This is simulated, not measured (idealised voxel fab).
The following process module bears the name voxel self aligned vias.
The cross-section shown here is cut; it is 270 nm wide and divided into square cells measuring 5 nm on a side.
A cross-section in this document is a grid of square cells, and it is written down as bands, the top band listed before the ones below it; a band is made up of one or more rows of cells. Top, bottom (nm), then materials left to right with widths (nm); lone material tagged "edge to edge" fills the whole band edge to edge; "blank" = empty space. Heights are reckoned from 0. Under this level, the received wafer is all of one material. The bottommost band is open-ended downward, for example "top 0, no bottom". You'd read "30->40" like this: the band's top row of cells is as wide as the first number, its bottom row is as wide as the second, and going down, every row changes width by the same amount as the row before did. "everything unchanged" -> step changed no cross-section cell. Heads up: "Closed void entries" only lists the empty pockets with no open path to the top that are 8 cells or more, and it writes them as width x height at distance, distance from the left edge, in nm. It should be noted that, on the line of a given step, the content following the step's settings is a remark produced by the simulator itself with respect to that step. You can add "overlay nm" to a step's line. For a step with a mask, it describes how far the mask lay to the right of its planned position, and a negative number describes a lay to the left.

Here's what the planned process steps look like:
1. op RECEIVE | material Si
2. op CONFORMAL_DEP | material SiO2 | thk nm 10
3. op CONFORMAL_DEP | material SiCN | thk nm 5
4. op DIRECTIONAL_DEP | material SiO2 | thk nm 30
5. op PATTERN | tone open | mask id LINES | material resist | width nm 25 | pitch nm 65 | thk nm 20 | overlay nm 0
6. op DIRECTIONAL_ETCH | etch materials SiO2 | depth nm 30
7. op STRIP | etch materials resist
8. op CONFORMAL_DEP | material TiN | thk nm 5
9. op FILL_DEP | material W | thk nm 10
10. op CMP | height nm 45
11. op SELECTIVE_ETCH | etch materials W Ru TiN | depth nm 5
12. op FILL_DEP | material SiN | thk nm 5
13. op CMP | height nm 45
14. op DIRECTIONAL_DEP | material SiO2 | thk nm 20
15. op MASKED_ETCH | tone open | mask id VIAS | width nm 35 | pitch nm 65 | etch materials SiO2 | depth nm 20 | overlay nm 0
16. op MASKED_ETCH | tone open | mask id VIAS | width nm 35 | pitch nm 65 | etch materials SiN | depth nm 5 | overlay nm 0
17. op CONFORMAL_DEP | material TiN | thk nm 5
18. op FILL_DEP | material Cu | thk nm 10
19. op CMP | height nm 65
20. op CONFORMAL_DEP | material SiCN | thk nm 5

First of two wafers, with the run carried out as planned:

As received, after step 1:
top 0, no bottom: Si edge to edge
Closed void entries: none

Wafer section view after processing step 2:
top 10, bottom 0: SiO2 edge to edge
Note: structure below 0 unchanged.

Wafer section view after processing step 3:
top 15, bottom 10: SiCN edge to edge
Note: structure below 10 unchanged.

Wafer section view after processing step 4:
top 45, bottom 15: SiO2 edge to edge
Note: structure below 15 unchanged.

Wafer section view after processing step 5:
top 65, bottom 45: resist=55  blank=25  resist=40  blank=25  resist=40  blank=25  resist=60
Note: structure below 45 unchanged.

Wafer section view after processing step 6:
top 65, bottom 45: resist=55  blank=25  resist=40  blank=25  resist=40  blank=25  resist=60
top 45, bottom 15: SiO2=55  blank=25  SiO2=40  blank=25  SiO2=40  blank=25  SiO2=60
Note: structure below 15 unchanged.

Wafer section view after processing step 7:
top 45, bottom 15: SiO2=55  blank=25  SiO2=40  blank=25  SiO2=40  blank=25  SiO2=60
Note: structure below 15 unchanged.

Wafer section view after processing step 8:
top 50, bottom 45: TiN=60  blank=15  TiN=50  blank=15  TiN=50  blank=15  TiN=65
top 45, bottom 20: SiO2=55  TiN=5  blank=15  TiN=5  SiO2=40  TiN=5  blank=15  TiN=5  SiO2=40  TiN=5  blank=15  TiN=5  SiO2=60
top 20, bottom 15: SiO2=55  TiN=25  SiO2=40  TiN=25  SiO2=40  TiN=25  SiO2=60
Note: structure below 15 unchanged.

Wafer section view after processing step 9:
top 60, bottom 50: W edge to edge
top 50, bottom 45: TiN=60  W=15  TiN=50  W=15  TiN=50  W=15  TiN=65
top 45, bottom 20: SiO2=55  TiN=5  W=15  TiN=5  SiO2=40  TiN=5  W=15  TiN=5  SiO2=40  TiN=5  W=15  TiN=5  SiO2=60
Note: structure below 20 unchanged.

Wafer section view after processing step 10:
top 45, bottom 20: SiO2=55  TiN=5  W=15  TiN=5  SiO2=40  TiN=5  W=15  TiN=5  SiO2=40  TiN=5  W=15  TiN=5  SiO2=60
Note: structure below 20 unchanged.

Wafer section view after processing step 11:
top 45, bottom 40: SiO2=55  blank=25  SiO2=40  blank=25  SiO2=40  blank=25  SiO2=60
Note: structure below 40 unchanged.

Wafer section view after processing step 12:
top 50, bottom 45: SiN edge to edge
top 45, bottom 40: SiO2=55  SiN=25  SiO2=40  SiN=25  SiO2=40  SiN=25  SiO2=60
Note: structure below 40 unchanged.

Wafer section view after processing step 13:
top 45, bottom 40: SiO2=55  SiN=25  SiO2=40  SiN=25  SiO2=40  SiN=25  SiO2=60
Note: structure below 40 unchanged.

Wafer section view after processing step 14:
top 65, bottom 45: SiO2 edge to edge
Note: structure below 45 unchanged.

Wafer section view after processing step 15:
top 65, bottom 45: SiO2=50  blank=35  SiO2=30  blank=35  SiO2=30  blank=35  SiO2=55
Note: structure below 45 unchanged.

Wafer section view after processing step 16:
top 65, bottom 45: SiO2=50  blank=35  SiO2=30  blank=35  SiO2=30  blank=35  SiO2=55
top 45, bottom 40: SiO2=55  blank=25  SiO2=40  blank=25  SiO2=40  blank=25  SiO2=60
Note: structure below 40 unchanged.

Wafer section view after processing step 17:
top 70, bottom 65: TiN=55  blank=25  TiN=40  blank=25  TiN=40  blank=25  TiN=60
top 65, bottom 50: SiO2=50  TiN=5  blank=25  TiN=5  SiO2=30  TiN=5  blank=25  TiN=5  SiO2=30  TiN=5  blank=25  TiN=5  SiO2=55
top 50, bottom 45: SiO2=50  TiN=10  blank=15  TiN=10  SiO2=30  TiN=10  blank=15  TiN=10  SiO2=30  TiN=10  blank=15  TiN=10  SiO2=55
top 45, bottom 40: SiO2=55  TiN=25  SiO2=40  TiN=25  SiO2=40  TiN=25  SiO2=60
Note: structure below 40 unchanged.

Wafer section view after processing step 18:
top 80, bottom 70: Cu edge to edge
top 70, bottom 65: TiN=55  Cu=25  TiN=40  Cu=25  TiN=40  Cu=25  TiN=60
top 65, bottom 50: SiO2=50  TiN=5  Cu=25  TiN=5  SiO2=30  TiN=5  Cu=25  TiN=5  SiO2=30  TiN=5  Cu=25  TiN=5  SiO2=55
top 50, bottom 45: SiO2=50  TiN=10  Cu=15  TiN=10  SiO2=30  TiN=10  Cu=15  TiN=10  SiO2=30  TiN=10  Cu=15  TiN=10  SiO2=55
Note: structure below 45 unchanged.

Wafer section view after processing step 19:
top 65, bottom 50: SiO2=50  TiN=5  Cu=25  TiN=5  SiO2=30  TiN=5  Cu=25  TiN=5  SiO2=30  TiN=5  Cu=25  TiN=5  SiO2=55
Note: structure below 50 unchanged.

Wafer section view after processing step 20:
top 70, bottom 65: SiCN edge to edge
Note: structure below 65 unchanged.

The Second Wafer: Common Origin and Plan, One Mistake in Execution, Identical to the First Through Step 13:

Second wafer shown in cross-section at the time step 14 was slated to end:
top 45, bottom 40: SiO2=50  blank=5  SiN=25  blank=5  SiO2=30  blank=5  SiN=25  blank=5  SiO2=30  blank=5  SiN=25  blank=5  SiO2=55
top 40, bottom 25: SiO2=50  blank=5  TiN=5  W=15  TiN=5  blank=5  SiO2=30  blank=5  TiN=5  W=15  TiN=5  blank=5  SiO2=30  blank=5  TiN=5  W=15  TiN=5  blank=5  SiO2=55
Note: structure below 25 unchanged.

Second wafer shown in cross-section at the time step 15 was slated to end:
top 65, bottom 45: SiO2=50  blank=5  SiO2=25  blank=5  SiO2=30  blank=5  SiO2=25  blank=5  SiO2=30  blank=5  SiO2=25  blank=5  SiO2=55
top 45, bottom 40: SiO2=55  SiN=25  SiO2=40  SiN=25  SiO2=40  SiN=25  SiO2=60
top 40, bottom 20: SiO2=55  TiN=5  W=15  TiN=5  SiO2=40  TiN=5  W=15  TiN=5  SiO2=40  TiN=5  W=15  TiN=5  SiO2=60
Note: structure below 20 unchanged.

Second wafer shown in cross-section at the time step 16 was slated to end: everything unchanged

Second wafer shown in cross-section at the time step 17 was slated to end:
top 70, bottom 65: TiN edge to edge
top 65, bottom 45: SiO2=50  TiN=5  SiO2=25  TiN=5  SiO2=30  TiN=5  SiO2=25  TiN=5  SiO2=30  TiN=5  SiO2=25  TiN=5  SiO2=55
Note: structure below 45 unchanged.

Second wafer shown in cross-section at the time step 18 was slated to end:
top 80, bottom 70: Cu edge to edge
Note: structure below 70 unchanged.

Second wafer shown in cross-section at the time step 19 was slated to end:
top 65, bottom 45: SiO2=50  TiN=5  SiO2=25  TiN=5  SiO2=30  TiN=5  SiO2=25  TiN=5  SiO2=30  TiN=5  SiO2=25  TiN=5  SiO2=55
Note: structure below 45 unchanged.

Second wafer shown in cross-section at the time step 20 was slated to end:
top 70, bottom 65: SiCN edge to edge
Note: structure below 65 unchanged.
Deviation noted in wafer processing: steps 14 and 15 traded places in the executed sequence
In the final state, the cell counts of the second wafer exceed or fall short of those of the first for the following materials: -54 Cu | +15 SiN | +60 SiO2 | -21 TiN
